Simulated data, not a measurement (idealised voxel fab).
The process module presented herein is designated voxel trench capacitor.
The figure presents cross-section cut, which has a width of 205 nm and is divided into square cells with an edge length of 5 nm.
A cross-section in this document is a grid of square cells, and it is written down as bands, the top band listed before the ones below it; a band is made up of one or more rows of cells. Within each band entry, the heights of the top and of the bottom of the band appear first, in that order and in nm; the materials of the band then follow from left to right, each with its corresponding width in nm. The designation "edge to edge" on a single material indicates that it fills the band from edge to edge; the designation "empty" indicates empty space. All heights in this document are referenced to 0, defined as the level beneath which the wafer, as received, consists entirely of one material. The lowest band is not bounded below; it extends indefinitely downward and is written in the form "0 and below". Per-row width for "30->40": begins at first number (top row of band), ends at second number (bottom row), increment between rows held constant. No cell of the cross-section changed in a step that is given as "no change". "Enclosed empty spaces" means: voids of 8 cells or more that are shut off from the top with no open way through. Written width x height at distance, distance from the left edge, in nm. It should be noted that, on the line of a given step, the content following the step's settings is a remark produced by the simulator itself with respect to that step. overlay nm: for a step with a mask, the amount by which the mask lay right of where it was planned; a negative amount means left of it.
[Planned process steps]
1,RECEIVE: material Si
2,CONFORMAL_DEP: material SiN, thk nm 10
3,DIRECTIONAL_DEP: material aC, thk nm 15
4,PATTERN: tone open, mask id TRENCH, material resist, width nm 25, pitch nm 45, thk nm 35, overlay nm 0
5,DIRECTIONAL_ETCH: etch materials aC, depth nm 15
6,STRIP: etch materials resist
7,DIRECTIONAL_ETCH: etch materials SiN, depth nm 10
8,DIRECTIONAL_ETCH: etch materials Si, depth nm 40
9,STRIP: etch materials aC
10,CONFORMAL_DEP: material HfO2, thk nm 5
11,CONFORMAL_DEP: material TiN, thk nm 5
12,FILL_DEP: material W, thk nm 5
13,CMP: height nm 10
[Step 1 complete: cross-section of the wafer as received]
* 0 and below  Si edge to edge
* Enclosed empty spaces: none
[This is how the wafer looks in cross-section once the module is done, given the starting state and plan above and one mistake in carrying the plan out]
* 10 down to 0  SiN=65, then HfO2=5, then TiN=5, then HfO2=5, then TiN=5, then HfO2=5, then SiN=20, then HfO2=5, then TiN=5, then HfO2=5, then TiN=5, then HfO2=5, then SiN=70
* 0 down to -30  Si=65, then HfO2=5, then TiN=5, then HfO2=5, then TiN=5, then HfO2=5, then Si=20, then HfO2=5, then TiN=5, then HfO2=5, then TiN=5, then HfO2=5, then Si=70
* -30 down to -35  Si=65, then HfO2=5, then TiN=15, then HfO2=5, then Si=20, then HfO2=5, then TiN=15, then HfO2=5, then Si=70
* -35 down to -40  Si=65, then HfO2=25, then Si=20, then HfO2=25, then Si=70
* -40 and below  Si edge to edge
* Enclosed empty spaces: none
Run error: the process deviated at step 12: the operation and settings actually run there were FILL_DEP: material HfO2, thk nm 5
